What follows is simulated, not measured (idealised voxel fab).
Process module name: voxel wiring stack
Each square cell in cross-section cut measures 5 nm, and the section as a whole is 240 nm wide.
Cross-section format: a grid of square cells, given as bands from top to bottom; each band is one or more rows of cells.
Top, bottom (nm), then materials left to right with widths (nm); lone material tagged "everywhere" fills the whole band edge to edge; "blank" = empty space.
Where do heights start? At 0: under that level the wafer as delivered is made of one material only. And the lowest band has no floor; it just carries on downward, as in "0 and below".
It should be noted that a width expressed as "30 to 40" varies in equal increments from row to row of cells within the band, taking the value of the first number at the top row and that of the second number at the bottom row.
Where a step carries "nothing altered", the cross-section came out of it unchanged, cell for cell.
Heads up: "Sealed void listing" only lists the empty pockets with no open path to the top that are 8 cells or more, and it writes them as width x height at distance, distance from the left edge, in nm.
On a step's line, text after the settings is the simulator commenting on that step.
overlay nm: step with mask; distance mask lay right of planned place; negative value = left of planned place.
The following list gives the planned process steps:
1 RECEIVE (material Si)
2 CONFORMAL_DEP (material SiO2; thk nm 15)
3 CONFORMAL_DEP (material SiN; thk nm 5)
4 DIRECTIONAL_DEP (material SiO2; thk nm 20)
5 MASKED_ETCH (tone open; mask id METAL_1; width nm 30; pitch nm 50; etch materials SiO2; depth nm 20; overlay nm 0)
6 MASKED_ETCH (tone open; mask id METAL_1; width nm 30; pitch nm 50; etch materials SiN; depth nm 5; overlay nm 0)
7 CONFORMAL_DEP (material TiN; thk nm 5)
8 FILL_DEP (material Cu; thk nm 5)
9 CMP (height nm 40)
10 CONFORMAL_DEP (material SiCN; thk nm 5)
11 DIRECTIONAL_DEP (material SiO2; thk nm 15)
12 PATTERN (tone open; mask id PLUG_1; material resist; width nm 15; pitch nm 50; thk nm 15; overlay nm 0)
13 DIRECTIONAL_ETCH (etch materials SiO2; depth nm 15)
14 DIRECTIONAL_ETCH (etch materials SiCN; depth nm 5)
15 STRIP (etch materials resist)
16 CONFORMAL_DEP (material TiN; thk nm 5)
17 FILL_DEP (material Ru; thk nm 5)
18 CMP (height nm 60)
19 DIRECTIONAL_DEP (material TiN; thk nm 5)
20 DIRECTIONAL_DEP (material Ru; thk nm 20)
21 DIRECTIONAL_DEP (material aC; thk nm 10)
22 PATTERN (tone cover; mask id METAL_2; material resist; width nm 30; pitch nm 50; thk nm 25; overlay nm 0)
23 DIRECTIONAL_ETCH (etch materials aC; depth nm 10)
24 STRIP (etch materials resist)
25 DIRECTIONAL_ETCH (etch materials Ru; depth nm 20)
26 DIRECTIONAL_ETCH (etch materials TiN; depth nm 5)
27 STRIP (etch materials aC)
28 CONFORMAL_DEP (material SiCN; thk nm 5)
29 FILL_DEP (material lowk; thk nm 5)
30 CMP (height nm 85)
31 CONFORMAL_DEP (material SiCN; thk nm 5)
32 DIRECTIONAL_DEP (material SiO2; thk nm 30)
33 PATTERN (tone open; mask id METAL_3_HOLES; material resist; width nm 15; pitch nm 100; thk nm 15; overlay nm 0)
34 DIRECTIONAL_ETCH (etch materials SiO2; depth nm 30)
35 STRIP (etch materials resist)
36 PATTERN (tone open; mask id METAL_3; material resist; width nm 30; pitch nm 50; thk nm 20; overlay nm 0)
37 DIRECTIONAL_ETCH (etch materials SiO2; depth nm 20)
38 DIRECTIONAL_ETCH (etch materials SiCN; depth nm 5)
39 STRIP (etch materials resist)
40 CONFORMAL_DEP (material TiN; thk nm 5)
41 FILL_DEP (material Cu; thk nm 10)
42 CMP (height nm 120)
43 CONFORMAL_DEP (material SiCN; thk nm 5)
Incoming wafer, cross-sectional view, post step 1:
  0 and below: Si everywhere
  Sealed void listing: none
Final cross-section, module run with one mistake (start and plan as above):
  125 down to 120: SiCN everywhere
  120 down to 105: SiO2 30 / TiN 5 / Cu 20 / TiN 5 / SiO2 20 / TiN 5 / Cu 20 / TiN 5 / SiO2 20 / TiN 5 / Cu 20 / TiN 5 / SiO2 20 / TiN 5 / Cu 20 / TiN 5 / SiO2 30
  105 down to 100: SiO2 30 / TiN 5 / Cu 5 / TiN 20 / SiO2 20 / TiN 30 / SiO2 20 / TiN 5 / Cu 5 / TiN 20 / SiO2 20 / TiN 30 / SiO2 30
  100 down to 90: SiO2 30 / TiN 5 / Cu 5 / TiN 5 / SiO2 85 / TiN 5 / Cu 5 / TiN 5 / SiO2 95
  90 down to 85: SiCN 30 / TiN 15 / SiCN 85 / TiN 15 / SiCN 95
  85 down to 65: lowk 25 / SiCN 5 / Ru 30 / SiCN 5 / lowk 10 / SiCN 5 / Ru 30 / SiCN 5 / lowk 10 / SiCN 5 / Ru 30 / SiCN 5 / lowk 10 / SiCN 5 / Ru 30 / SiCN 5 / lowk 25
  65 down to 60: SiCN 30 / TiN 30 / SiCN 20 / TiN 30 / SiCN 20 / TiN 30 / SiCN 20 / TiN 30 / SiCN 30
  60 down to 45: SiO2 30 / TiN 5 / Ru 5 / TiN 5 / SiO2 35 / TiN 5 / Ru 5 / TiN 5 / SiO2 35 / TiN 5 / Ru 5 / TiN 5 / SiO2 35 / TiN 5 / Ru 5 / TiN 5 / SiO2 45
  45 down to 40: SiCN 30 / TiN 15 / SiCN 35 / TiN 15 / SiCN 35 / TiN 15 / SiCN 35 / TiN 15 / SiCN 45
  40 down to 25: Cu 25 / TiN 5 / SiO2 30 / TiN 5 / Cu 10 / TiN 5 / SiO2 30 / TiN 5 / Cu 10 / TiN 5 / SiO2 30 / TiN 5 / Cu 10 / TiN 5 / SiO2 30 / TiN 5 / Cu 25
  25 down to 20: TiN 30 / SiO2 30 / TiN 20 / SiO2 30 / TiN 20 / SiO2 30 / TiN 20 / SiO2 30 / TiN 30
  20 down to 15: SiN everywhere
  15 down to 0: SiO2 everywhere
  0 and below: Si everywhere
  Sealed void listing: none
What went wrong in running the wafer? step 5 was not run as planned; what actually ran was MASKED_ETCH (tone cover; mask id METAL_1; width nm 30; pitch nm 50; etch materials SiO2; depth nm 20; overlay nm 0)
